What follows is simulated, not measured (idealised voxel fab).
process module | voxel transistor to metal
cross-section cut | 250 nm wide | cells 5 nm
A cross-section is a grid of square cells, given in bands from the top down. A band is one or more rows of cells.
Each band's line starts with the height of the band's top and of its bottom, in nm. Then come its materials from left to right, each with its width in nm. One material with "throughout" fills the band from edge to edge. "air" is empty space.
Height 0 is the level under which the wafer as received is all one material. The lowest band goes on downwards, as in "0 down".
A width such as "30 to 40" changes by the same amount from each row of cells to the next, from the band's top row to its bottom row.
"no change" after a step means that no cell of the cross-section changed.
closed voids: empty space of 8 cells or more with no open way to the top, each as width x height at its distance from the left edge, in nm
after a step's settings: what the simulator itself notes on the step
overlay nm, on a step with a mask: how far to the right of its planned place the mask lay; to the left if negative
plan
1 op RECEIVE | material Si
2 op CONFORMAL_DEP | material SiO2 | thk nm 5
3 op CONFORMAL_DEP | material SiN | thk nm 15
4 op MASKED_ETCH | tone cover | mask id ACTIVE | width nm 85 | pitch nm 115 | etch materials SiN | depth nm 15 | overlay nm 0
5 op MASKED_ETCH | tone cover | mask id ACTIVE | width nm 85 | pitch nm 115 | etch materials SiO2 | depth nm 5 | overlay nm 0
6 op MASKED_ETCH | tone cover | mask id ACTIVE | width nm 85 | pitch nm 115 | etch materials Si | depth nm 20 | overlay nm 0
7 op OXIDIZE | depth nm 5
8 op FILL_DEP | material SiO2 | thk nm 5
9 op CMP | height nm 20
10 op SELECTIVE_ETCH | etch materials SiO2 | depth nm 15
11 op STRIP | etch materials SiN
12 op SELECTIVE_ETCH | etch materials SiO2 | depth nm 5
13 op OXIDIZE | depth nm 5
14 op DIRECTIONAL_DEP | material polySi | thk nm 30
15 op DIRECTIONAL_DEP | material SiCN | thk nm 15
16 op PATTERN | tone cover | mask id GATE | material resist | width nm 15 | pitch nm 115 | thk nm 20 | overlay nm 0
17 op DIRECTIONAL_ETCH | etch materials SiCN | depth nm 25
18 op DIRECTIONAL_ETCH | etch materials polySi | depth nm 40
19 op STRIP | etch materials resist
20 op CONFORMAL_DEP | material SiN | thk nm 5
21 op DIRECTIONAL_ETCH | etch materials SiN | depth nm 5
22 op DIRECTIONAL_ETCH | etch materials SiO2 | depth nm 5
23 op DIRECTIONAL_ETCH | etch materials Si | depth nm 10
24 op EPI | material nSi | thk nm 10
25 op FILL_DEP | material SiO2 | thk nm 10
26 op CMP | height nm 45
27 op DIRECTIONAL_DEP | material SiO2 | thk nm 15
28 op PATTERN | tone open | mask id CONTACT | material resist | width nm 15 | thk nm 15 | overlay nm 0
29 op DIRECTIONAL_ETCH | etch materials SiO2 | depth nm 65
30 op STRIP | etch materials resist
31 op CONFORMAL_DEP | material TiN | thk nm 5
32 op FILL_DEP | material W | thk nm 5
33 op CMP | height nm 60
34 op DIRECTIONAL_DEP | material TiN | thk nm 5
35 op DIRECTIONAL_DEP | material W | thk nm 15
36 op DIRECTIONAL_DEP | material aC | thk nm 10
37 op PATTERN | tone cover | mask id METAL_1 | material resist | width nm 15 | thk nm 25 | overlay nm 0
38 op DIRECTIONAL_ETCH | etch materials aC | depth nm 10
39 op STRIP | etch materials resist
40 op DIRECTIONAL_ETCH | etch materials W | depth nm 15
41 op DIRECTIONAL_ETCH | etch materials TiN | depth nm 5
42 op STRIP | etch materials aC
43 op CONFORMAL_DEP | material SiCN | thk nm 5
44 op FILL_DEP | material lowk | thk nm 10
45 op CMP | height nm 80
46 op CONFORMAL_DEP | material SiCN | thk nm 5
as received, after step 1
  0 down: Si throughout
  closed voids: none
a wafer at the end: this start, this plan, one mistake
  85 to 80: SiCN throughout
  80 to 65: lowk 25 | SiCN 5 | W 15 | SiCN 5 | lowk 35 | SiCN 5 | W 15 | SiCN 5 | lowk 30 | SiCN 5 | W 15 | SiCN 5 | lowk 35 | SiCN 5 | W 15 | SiCN 5 | lowk 25
  65 to 60: SiCN 30 | TiN 15 | SiCN 45 | TiN 15 | SiCN 40 | TiN 15 | SiCN 45 | TiN 15 | SiCN 30
  60 to 45: SiO2 30 | TiN 5 | W 5 | TiN 5 | SiO2 45 | TiN 5 | W 5 | TiN 5 | SiO2 40 | TiN 5 | W 5 | TiN 5 | SiO2 45 | TiN 5 | W 5 | TiN 5 | SiO2 30
  45 to 30: SiO2 30 | TiN 5 | W 5 | TiN 5 | SiO2 10 | SiN 5 | SiCN 15 | SiN 5 | SiO2 10 | TiN 5 | W 5 | TiN 5 | SiO2 40 | TiN 5 | W 5 | TiN 5 | SiO2 10 | SiN 5 | SiCN 15 | SiN 5 | SiO2 10 | TiN 5 | W 5 | TiN 5 | SiO2 30
  30 to 5: SiO2 30 | TiN 5 | W 5 | TiN 5 | SiO2 10 | SiN 5 | polySi 15 | SiN 5 | SiO2 10 | TiN 5 | W 5 | TiN 5 | SiO2 40 | TiN 5 | W 5 | TiN 5 | SiO2 10 | SiN 5 | polySi 15 | SiN 5 | SiO2 10 | TiN 5 | W 5 | TiN 5 | SiO2 30
  5 to 0: SiO2 30 | TiN 5 | W 5 | TiN 5 | nSi 10 | SiN 5 | polySi 15 | SiN 5 | nSi 10 | TiN 5 | W 5 | TiN 5 | SiO2 40 | TiN 5 | W 5 | TiN 5 | nSi 10 | SiN 5 | polySi 15 | SiN 5 | nSi 10 | TiN 5 | W 5 | TiN 5 | SiO2 30
  0 to -5: SiO2 5 | SiN 5 | SiO2 15 | SiN 5 | TiN 15 | nSi 10 | SiO2 25 | nSi 10 | TiN 15 | SiN 5 | SiO2 30 | SiN 5 | TiN 15 | nSi 10 | SiO2 25 | nSi 10 | TiN 15 | SiN 5 | SiO2 15 | SiN 5 | SiO2 5
  -5 to -15: SiO2 5 | SiN 5 | SiO2 15 | SiN 5 | SiO2 5 | nSi 20 | Si 25 | nSi 20 | SiO2 5 | SiN 5 | SiO2 30 | SiN 5 | SiO2 5 | nSi 20 | Si 25 | nSi 20 | SiO2 5 | SiN 5 | SiO2 15 | SiN 5 | SiO2 5
  -15 to -25: SiO2 35 to 30 | Si 65 to 75 | SiO2 50 to 40 | Si 65 to 75 | SiO2 35 to 30
  -25 down: Si throughout
  closed voids: none
what went wrong: steps 10 and 11 were swapped
